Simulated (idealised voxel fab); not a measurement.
This is a process module. Its name is voxel fin reveal.
The cross-section on display is named cut; it measures 150 nm wide, and its cells are 5 nm squares.
Think of the cross-section as a grid of square cells. We describe it in bands, top to bottom, and each band covers one or more rows of those cells. Quick guide to a band line: top height, bottom height (nm) up front; then every material left to right with its width in nm. Only one material and it's marked "throughout"? Then it fills the band edge to edge. And "air" just means empty space. Measure heights from 0. That's the level where, below it, the as-received wafer is all one material. The lowest band is bottomless and extends downward; write it as in "0 -> down". So if you see something like "30 to 40" for the width, read it as the top row of the band sitting at the first number and the bottom row at the second, with every row in between moving by the same amount as the last. "same as before", as given for a step, is the statement that not any cell of the cross-section underwent a change during that step. "Closed void catalog" - sealed voids, min. 8 cells, no opening to top; format: width x height at distance (distance from left edge; nm throughout). The remark found on a step's line after its settings is issued by the simulator itself and pertains to that step. What "overlay nm" on a step's line means: if the step has a mask, that mask lay this far to the right of its planned place, or, when the value is negative, to the left.
**Planned process steps**
1 RECEIVE [material Si]
2 CONFORMAL_DEP [material SiN] [thk nm 10]
3 PATTERN [tone cover] [mask id FINS] [material resist] [width nm 15] [pitch nm 40] [thk nm 15] [overlay nm 0]
4 DIRECTIONAL_ETCH [etch materials SiN] [depth nm 10]
5 DIRECTIONAL_ETCH [etch materials Si] [depth nm 30]
6 STRIP [etch materials resist]
7 FILL_DEP [material SiO2] [thk nm 5]
8 CMP [height nm 10]
9 SELECTIVE_ETCH [etch materials SiO2] [depth nm 25]
10 STRIP [etch materials SiN]
11 CONFORMAL_DEP [material HfO2] [thk nm 5]
**as received, after step 1**
> 0 -> down = Si throughout
> Closed void catalog: none
**First of two wafers: cross-section at end of module, run per plan**
> 5 -> 0 = air=20, HfO2=25, air=15, HfO2=25, air=15, HfO2=25, air=25
> 0 -> -10 = air=20, HfO2=5, Si=15, HfO2=5, air=15, HfO2=5, Si=15, HfO2=5, air=15, HfO2=5, Si=15, HfO2=5, air=25
> -10 -> -15 = HfO2=25, Si=15, HfO2=25, Si=15, HfO2=25, Si=15, HfO2=30
> -15 -> -30 = SiO2=25, Si=15, SiO2=25, Si=15, SiO2=25, Si=15, SiO2=30
> -30 -> down = Si throughout
> Closed void catalog: none
**The second wafer, shown in cross-section after the module: started the same way as the first and given the same plan, yet one mistake crept into how it was run**
> 5 -> 0 = air=20, HfO2=25, air=15, HfO2=25, air=15, HfO2=25, air=25
> 0 -> -10 = air=20, HfO2=5, Si=15, HfO2=5, air=15, HfO2=5, Si=15, HfO2=5, air=15, HfO2=5, Si=15, HfO2=5, air=25
> -10 -> -15 = air=20, HfO2=5, Si=15, HfO2=5, air=15, HfO2=5, Si=15, HfO2=5, air=15, HfO2=5, Si=15, HfO2=5, air=15, HfO2=10
> -15 -> -20 = air=20, HfO2=5, Si=15, HfO2=5, air=15, HfO2=5, Si=15, HfO2=5, air=15, HfO2=5, Si=15, HfO2=5, air=15, HfO2=5, SiO2=5
> -20 -> -25 = HfO2=25, Si=15, HfO2=25, Si=15, HfO2=25, Si=15, HfO2=25, SiO2=5
> -25 -> -30 = SiO2=25, Si=15, SiO2=25, Si=15, SiO2=25, Si=15, SiO2=30
> -30 -> down = Si throughout
> Closed void catalog: none
what went wrong: plan vs actual: 9 and 10 interchanged
at the end the second wafer has, in cells: 14 more of HfO2 | 40 fewer of SiO2
